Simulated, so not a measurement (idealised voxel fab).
Process module under the name voxel air gaps
The cross-section shown here is cut; it is 175 nm wide and divided into square cells measuring 5 nm on a side.
This document writes a cross-section as a grid whose cells are square, and gives it as bands, listed from the top down; one or more rows of cells form a band.
Heights first: top, then bottom, in nm. Then materials, left to right, each with a width in nm. "full width" on a single material: fills the band edge to edge. "blank": empty space.
All heights in this document are referenced to 0, defined as the level beneath which the wafer, as received, consists entirely of one material. The lowest band is not bounded below; it extends indefinitely downward and is written in the form "z 0 and below".
The width entry "30..40" should be interpreted row by row: the top row of cells in the band takes the first number, the bottom row takes the second number, and the change between adjacent rows is uniform throughout.
Any step labelled "left unchanged" changed none of the cells in the cross-section.
For the entry "Voids lacking openings", the listed items are empty spaces with no open way to the top whose size is 8 cells or more; each item follows the pattern width x height at distance, where distance is from the left edge and all three are in nm.
What comes after the settings on a step's line is commentary from the simulator itself on that step.
overlay nm: how far to the right of its planned place the mask lay on this masked step (negative: to the left).
Planned process steps
1 op RECEIVE | material Si
2 op CONFORMAL_DEP | material SiO2 | thk nm 10
3 op CONFORMAL_DEP | material SiN | thk nm 5
4 op DIRECTIONAL_DEP | material SiO2 | thk nm 35
5 op DIRECTIONAL_DEP | material aC | thk nm 15
6 op PATTERN | tone open | mask id LINES | material resist | width nm 25 | pitch nm 50 | thk nm 30 | overlay nm 0
7 op DIRECTIONAL_ETCH | etch materials aC | depth nm 15
8 op STRIP | etch materials resist
9 op DIRECTIONAL_ETCH | etch materials SiO2 | depth nm 35
10 op STRIP | etch materials aC
11 op CONFORMAL_DEP | material TiN | thk nm 5
12 op FILL_DEP | material Cu | thk nm 5
13 op CMP | height nm 50
14 op EPI | material Ru | thk nm 10
15 op SELECTIVE_ETCH | etch materials SiO2 | depth nm 45
16 op CONFORMAL_DEP | material SiN | thk nm 5
Cross-section of the wafer upon arrival, representing the state reached after step 1
- z 0 and below = Si full width
- Voids lacking openings: none
Starting wafer: above. Plan: above. Run: one mistake. Cross-section after the module: below
- z 65 to 60 = blank 10  SiN 155  blank 10
- z 60 to 50 = blank 10  SiN 5  Ru 45  SiN 5  Ru 45  SiN 5  Ru 45  SiN 5  blank 10
- z 50 to 20 = blank 10  SiN 5  Ru 10  TiN 5  Cu 15  TiN 5  Ru 10  SiN 5  Ru 10  TiN 5  Cu 15  TiN 5  Ru 10  SiN 5  Ru 10  TiN 5  Cu 15  TiN 5  Ru 10  SiN 5  blank 10
- z 20 to 15 = SiN 15  Ru 10  TiN 25  Ru 10  SiN 5  Ru 10  TiN 25  Ru 10  SiN 5  Ru 10  TiN 25  Ru 10  SiN 15
- z 15 to 10 = SiN full width
- z 10 to 0 = SiO2 full width
- z 0 and below = Si full width
- Voids lacking openings: none
Where did the run depart from the plan? it was found that steps 14 and 15 of the process plan had been performed in exchanged positions
